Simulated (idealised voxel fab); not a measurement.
process module | voxel ribs on slabs
cross-section cut | 245 nm wide | cells 5 nm
A cross-section is a grid of square cells, given in bands from the top down. A band is one or more rows of cells.
Each band's line starts with the height of the band's top and of its bottom, in nm. Then come its materials from left to right, each with its width in nm. One material with "throughout" fills the band from edge to edge. "air" is empty space.
Height 0 is the level under which the wafer as received is all one material. The lowest band goes on downwards, as in "0 down".
A width such as "30 to 40" changes by the same amount from each row of cells to the next, from the band's top row to its bottom row.
"no change" after a step means that no cell of the cross-section changed.
closed voids: empty space of 8 cells or more with no open way to the top, each as width x height at its distance from the left edge, in nm
after a step's settings: what the simulator itself notes on the step
overlay nm, on a step with a mask: how far to the right of its planned place the mask lay; to the left if negative
plan
1 op RECEIVE | material Si
2 op DIRECTIONAL_DEP | material SiO2 | thk nm 25
3 op DIRECTIONAL_DEP | material SiN | thk nm 25
4 op DIRECTIONAL_DEP | material aC | thk nm 15
5 op PATTERN | tone cover | mask id RIB | material resist | width nm 15 | thk nm 30 | overlay nm 0
6 op DIRECTIONAL_ETCH | etch materials aC | depth nm 15
7 op STRIP | etch materials resist
8 op DIRECTIONAL_ETCH | etch materials SiN | depth nm 5
9 op STRIP | etch materials aC
10 op MASKED_ETCH | tone cover | mask id SLAB | width nm 55 | etch materials SiN | depth nm 20 | overlay nm 0
11 op FILL_DEP | material SiO2 | thk nm 20
12 op CMP | height nm 65
13 op DIRECTIONAL_DEP | material TiN | thk nm 10
14 op PATTERN | tone cover | mask id HEATER | material resist | width nm 25 | thk nm 15 | overlay nm 0
15 op DIRECTIONAL_ETCH | etch materials TiN | depth nm 10
16 op STRIP | etch materials resist
17 op CONFORMAL_DEP | material SiN | thk nm 10
as received, after step 1
  0 down: Si throughout
  closed voids: none
a wafer at the end: this start, this plan, one mistake
  85 to 75: air 100 | SiN 45 | air 100
  75 to 65: SiN 110 | TiN 25 | SiN 110
  65 to 50: SiO2 throughout
  50 to 45: SiO2 115 | SiN 15 | SiO2 115
  45 to 30: SiO2 95 | SiN 55 | SiO2 95
  30 to 25: SiN throughout
  25 to 0: SiO2 throughout
  0 down: Si throughout
  closed voids: none
what went wrong: step 10 ran as: op MASKED_ETCH | tone cover | mask id SLAB | width nm 55 | etch materials SiN | depth nm 15 | overlay nm 0
